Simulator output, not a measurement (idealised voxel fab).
The process module presented herein is designated voxel local oxidation.
cross-section cut | 150 nm wide | cells 5 nm
Cross-section layout: square cells on a grid; listed as bands, top to bottom; a band spans one or more cell rows. Band: top and bottom heights (nm) first, top before bottom; then materials from left to right, widths in nm. "edge to edge" marks a sole material filling the band edge to edge. "empty" denotes empty space. We count height from 0. Below that, the starting wafer is all one material. The lowest band never ends at the bottom but goes on down; see "0..down" for how that is written. So if you see something like "30..40" for the width, read it as the top row of the band sitting at the first number and the bottom row at the second, with every row in between moving by the same amount as the last. "all unchanged" means the step left every cell of the cross-section as it was. "Closed internal voids": empty spaces of 8 cells or more with no open way to the top, each given as width x height at distance, distance from the left edge, all in nm. Where a step's line continues beyond its settings, the continuation is a remark by the simulator itself on that step. When a step includes a mask, the "overlay nm" setting on its line states how far to the right of its planned place that mask lay, and negative values state how far to the left.
The following list gives the planned process steps
1: RECEIVE [material Si]
2: CONFORMAL_DEP [material SiO2] [thk nm 5]
3: CONFORMAL_DEP [material SiN] [thk nm 10]
4: MASKED_ETCH [tone cover] [mask id ACTIVE] [width nm 80] [etch materials SiN] [depth nm 10] [overlay nm 0]
5: SELECTIVE_ETCH [etch materials SiO2] [depth nm 5]
6: OXIDIZE [depth nm 15]
7: STRIP [etch materials SiN]
It is noted that the wafers described herein are identical at the outset and are distinguished by the width nm of step 4; the value stated in the plan corresponds to the first wafer.
Cross-section, first of several wafers, as delivered after step 1
- 0..down | Si edge to edge
- Closed internal voids: none
Per wafer (row), end of module: delta in cells per material since receipt, (+) for gained, (-) for lost; closed voids after that
width nm 80 | -66 Si | +80 SiO2 | Closed internal voids: none
width nm 85 | -63 Si | +78 SiO2 | Closed internal voids: none
width nm 90 | -60 Si | +76 SiO2 | Closed internal voids: none
width nm 95 | -57 Si | +74 SiO2 | Closed internal voids: none
width nm 100 | -54 Si | +72 SiO2 | Closed internal voids: none
width nm 105 | -51 Si | +70 SiO2 | Closed internal voids: none
